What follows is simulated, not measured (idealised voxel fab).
You're looking at the process module voxel double patterning.
The cross-section shown here is cut; it is 295 nm wide and divided into square cells measuring 5 nm on a side.
Format of a cross-section: grid, square cells. Given as bands. Order: top down. Band: one or more rows of cells.
Band: top and bottom heights (nm) first, top before bottom; then materials from left to right, widths in nm. "full width" marks a sole material filling the band edge to edge. "empty" denotes empty space.
Heights are reckoned from 0. Under this level, the received wafer is all of one material. The bottommost band is open-ended downward, for example "0 down".
With a width like "30..40", each row of cells in the band differs from the next by the same amount, the top row carrying the first number and the bottom row the second.
The cross-section has no changed cell in any step marked "no modification".
"Sealed-off cavities" lists enclosed empty spaces (at least 8 cells, no open path upward to the top), each as width x height at distance from the left edge, in nm.
after a step's settings: what the simulator itself notes on the step
overlay nm: right-of-plan distance of the mask on a masked step; negative values mean left-of-plan.
Planned process steps:
| 1 | RECEIVE: material Si |
| 2 | CONFORMAL_DEP: material SiN, thk nm 5 |
| 3 | DIRECTIONAL_DEP: material SiO2, thk nm 15 |
| 4 | DIRECTIONAL_DEP: material SiCN, thk nm 10 |
| 5 | MASKED_ETCH: tone open, mask id FIRST, width nm 15, pitch nm 50, etch materials SiCN, depth nm 10, overlay nm 0 |
| 6 | MASKED_ETCH: tone open, mask id SECOND, width nm 15, etch materials SiCN, depth nm 10, overlay nm 0 |
| 7 | DIRECTIONAL_ETCH: etch materials SiO2, depth nm 15 |
| 8 | STRIP: etch materials SiCN |
Cross-section: wafer on arrival = after step 1:
> 0 down  Si full width
> Sealed-off cavities: none
What the wafer looks like in cross-section after this module, when it starts as shown above and follows the plan above but one mistake is made in running it:
> 30 to 20  115 nm SiCN, then 15 nm empty, then 10 nm SiCN, then 15 nm empty, then 10 nm SiCN, then 15 nm empty, then 115 nm SiCN
> 20 to 5  115 nm SiO2, then 15 nm empty, then 10 nm SiO2, then 15 nm empty, then 10 nm SiO2, then 15 nm empty, then 115 nm SiO2
> 5 to 0  SiN full width
> 0 down  Si full width
> Sealed-off cavities: none
Deviation from plan: step 8 of the plan got skipped, so it never ran
